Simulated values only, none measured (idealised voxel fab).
process module | voxel spacer lines
cross-section cut | 250 nm wide | cells 5 nm
A cross-section is a grid of square cells, given in bands from the top down. A band is one or more rows of cells.
Each band's line starts with the height of the band's top and of its bottom, in nm. Then come its materials from left to right, each with its width in nm. One material with "throughout" fills the band from edge to edge. "air" is empty space.
Height 0 is the level under which the wafer as received is all one material. The lowest band goes on downwards, as in "0 down".
A width such as "30 to 40" changes by the same amount from each row of cells to the next, from the band's top row to its bottom row.
"no change" after a step means that no cell of the cross-section changed.
closed voids: empty space of 8 cells or more with no open way to the top, each as width x height at its distance from the left edge, in nm
after a step's settings: what the simulator itself notes on the step
overlay nm, on a step with a mask: how far to the right of its planned place the mask lay; to the left if negative
plan
1 op RECEIVE | material Si
2 op CONFORMAL_DEP | material Al2O3 | thk nm 5
3 op DIRECTIONAL_DEP | material W | thk nm 10
4 op DIRECTIONAL_DEP | material polySi | thk nm 20
5 op PATTERN | tone cover | mask id MANDREL | material resist | width nm 20 | pitch nm 60 | thk nm 25 | overlay nm -15
6 op DIRECTIONAL_ETCH | etch materials polySi | depth nm 20
7 op STRIP | etch materials resist
8 op CONFORMAL_DEP | material SiO2 | thk nm 10
9 op DIRECTIONAL_ETCH | etch materials SiO2 | depth nm 10
10 op STRIP | etch materials polySi
11 op DIRECTIONAL_ETCH | etch materials W | depth nm 10
12 op STRIP | etch materials SiO2
varied across the wafers: overlay nm of step 5. The plan shows the first wafer's value. All wafers start alike
first wafer as received, after step 1
  0 down: Si throughout
  closed voids: none
each wafer at the end: cells of each material gained (+) or lost (-) since it was received, then its closed voids
overlay nm -15 | +50 Al2O3 | +16 W | closed voids: none
overlay nm -10 | +50 Al2O3 | +16 W | closed voids: none
overlay nm -5 | +50 Al2O3 | +16 W | closed voids: none
overlay nm 0 | +50 Al2O3 | +16 W | closed voids: none
overlay nm 5 | +50 Al2O3 | +16 W | closed voids: none
overlay nm 10 | +50 Al2O3 | +16 W | closed voids: none
overlay nm 15 | +50 Al2O3 | +16 W | closed voids: none
